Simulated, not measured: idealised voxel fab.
Name of the process module below: voxel wiring stack
Each square cell in cross-section cut measures 5 nm, and the section as a whole is 140 nm wide.
Notation: cross-section as square-cell grid; stated in bands, top first, going down; one or more cell rows per band.
This entry defines a band. It first specifies the height of the band's top and the height of its bottom in nm, and then specifies the band's materials from left to right, stating each material with its width in nm. The word "full width" identifies a single material that fills the band from edge to edge, while the word "blank" identifies empty space.
We count height from 0. Below that, the starting wafer is all one material. The lowest band never ends at the bottom but goes on down; see "0 nm and below" for how that is written.
Read "30..40" as a graded width: first number on top, second number at the bottom, same change between each pair of neighbouring rows.
Take "nothing altered" at face value: in the step it is given for, the cross-section changed in none of its cells.
The entry "Enclosed empty spaces" lists the empty spaces that cover at least 8 cells and have no open path to the top. Each is written as width x height at distance, where the distance is measured from the left edge and all three values are in nm.
The remark found on a step's line after its settings is issued by the simulator itself and pertains to that step.
"overlay nm" denotes, for a step that has a mask, the displacement of the mask to the right of its planned place, with negative values corresponding to the left.
Process steps - plan:
1 RECEIVE | material Si
2 CONFORMAL_DEP | material SiO2 | thk nm 10
3 CONFORMAL_DEP | material SiCN | thk nm 5
4 DIRECTIONAL_DEP | material SiO2 | thk nm 25
5 MASKED_ETCH | tone open | mask id METAL_1 | width nm 20 | pitch nm 35 | etch materials SiO2 | depth nm 25 | overlay nm 0
6 MASKED_ETCH | tone open | mask id METAL_1 | width nm 20 | pitch nm 35 | etch materials SiCN | depth nm 5 | overlay nm 0
7 CONFORMAL_DEP | material TiN | thk nm 5
8 FILL_DEP | material W | thk nm 10
9 CMP | height nm 40
10 EPI | material Ru | thk nm 5
11 FILL_DEP | material SiCN | thk nm 5
12 DIRECTIONAL_DEP | material lowk | thk nm 10
13 PATTERN | tone open | mask id PLUG_1 | material resist | width nm 15 | pitch nm 70 | thk nm 20 | overlay nm 0
14 DIRECTIONAL_ETCH | etch materials lowk | depth nm 10
15 DIRECTIONAL_ETCH | etch materials SiCN | depth nm 5
16 STRIP | etch materials resist
17 CONFORMAL_DEP | material TiN | thk nm 5
18 FILL_DEP | material W | thk nm 5
19 CMP | height nm 60
20 DIRECTIONAL_DEP | material TiN | thk nm 5
21 DIRECTIONAL_DEP | material Ru | thk nm 20
22 MASKED_ETCH | tone cover | mask id METAL_2 | width nm 20 | pitch nm 35 | etch materials Ru | depth nm 20 | overlay nm 0
23 MASKED_ETCH | tone cover | mask id METAL_2 | width nm 20 | pitch nm 35 | etch materials TiN | depth nm 5 | overlay nm 0
24 CONFORMAL_DEP | material SiN | thk nm 5
25 FILL_DEP | material lowk | thk nm 10
26 CMP | height nm 85
27 CONFORMAL_DEP | material SiCN | thk nm 5
28 DIRECTIONAL_DEP | material SiO2 | thk nm 35
29 PATTERN | tone open | mask id METAL_3 | material resist | width nm 20 | pitch nm 35 | thk nm 15 | overlay nm 0
30 DIRECTIONAL_ETCH | etch materials SiO2 | depth nm 20
31 STRIP | etch materials resist
32 PATTERN | tone open | mask id METAL_3_HOLES | material resist | width nm 15 | pitch nm 35 | thk nm 15 | overlay nm 0
33 DIRECTIONAL_ETCH | etch materials SiO2 | depth nm 15
34 DIRECTIONAL_ETCH | etch materials SiCN | depth nm 5
35 STRIP | etch materials resist
36 CONFORMAL_DEP | material TiN | thk nm 5
37 FILL_DEP | material Cu | thk nm 10
38 CMP | height nm 125
39 CONFORMAL_DEP | material SiN | thk nm 5
Cross-section of the wafer upon arrival, representing the state reached after step 1:
> 0 nm and below | Si full width
> Enclosed empty spaces: none
One mistake in running the module, otherwise start and plan as above: cross-section at the end:
> 145 nm to 140 nm | SiN full width
> 140 nm to 130 nm | Cu full width
> 130 nm to 125 nm | 30 nm TiN | 10 nm Cu | 25 nm TiN | 10 nm Cu | 25 nm TiN | 10 nm Cu | 30 nm TiN
> 125 nm to 110 nm | 25 nm SiO2 | 5 nm TiN | 10 nm Cu | 5 nm TiN | 15 nm SiO2 | 5 nm TiN | 10 nm Cu | 5 nm TiN | 15 nm SiO2 | 5 nm TiN | 10 nm Cu | 5 nm TiN | 25 nm SiO2
> 110 nm to 105 nm | 25 nm SiO2 | 5 nm TiN | 5 nm Cu | 10 nm TiN | 15 nm SiO2 | 5 nm TiN | 5 nm Cu | 10 nm TiN | 15 nm SiO2 | 5 nm TiN | 5 nm Cu | 10 nm TiN | 25 nm SiO2
> 105 nm to 90 nm | 25 nm SiO2 | 5 nm TiN | 5 nm Cu | 5 nm TiN | 20 nm SiO2 | 5 nm TiN | 5 nm Cu | 5 nm TiN | 20 nm SiO2 | 5 nm TiN | 5 nm Cu | 5 nm TiN | 30 nm SiO2
> 90 nm to 85 nm | 25 nm SiCN | 15 nm TiN | 20 nm SiCN | 15 nm TiN | 20 nm SiCN | 15 nm TiN | 30 nm SiCN
> 85 nm to 65 nm | 20 nm lowk | 5 nm SiN | 20 nm Ru | 5 nm SiN | 5 nm lowk | 5 nm SiN | 20 nm Ru | 5 nm SiN | 5 nm lowk | 5 nm SiN | 20 nm Ru | 5 nm SiN | 20 nm lowk
> 65 nm to 60 nm | 25 nm SiN | 20 nm TiN | 15 nm SiN | 20 nm TiN | 15 nm SiN | 20 nm TiN | 25 nm SiN
> 60 nm to 50 nm | 25 nm lowk | 5 nm TiN | 5 nm W | 5 nm TiN | 55 nm lowk | 5 nm TiN | 5 nm W | 5 nm TiN | 30 nm lowk
> 50 nm to 45 nm | 25 nm SiCN | 15 nm TiN | 55 nm SiCN | 15 nm TiN | 30 nm SiCN
> 45 nm to 40 nm | 20 nm SiCN | 30 nm Ru | 5 nm SiCN | 30 nm Ru | 5 nm SiCN | 30 nm Ru | 20 nm SiCN
> 40 nm to 15 nm | 25 nm SiO2 | 5 nm TiN | 10 nm W | 5 nm TiN | 15 nm SiO2 | 5 nm TiN | 10 nm W | 5 nm TiN | 15 nm SiO2 | 5 nm TiN | 10 nm W | 5 nm TiN | 25 nm SiO2
> 15 nm to 10 nm | 25 nm SiCN | 20 nm TiN | 15 nm SiCN | 20 nm TiN | 15 nm SiCN | 20 nm TiN | 25 nm SiCN
> 10 nm to 0 nm | SiO2 full width
> 0 nm and below | Si full width
> Enclosed empty spaces: none
What broke from the plan during processing? step 38 of the plan was jumped over and never run
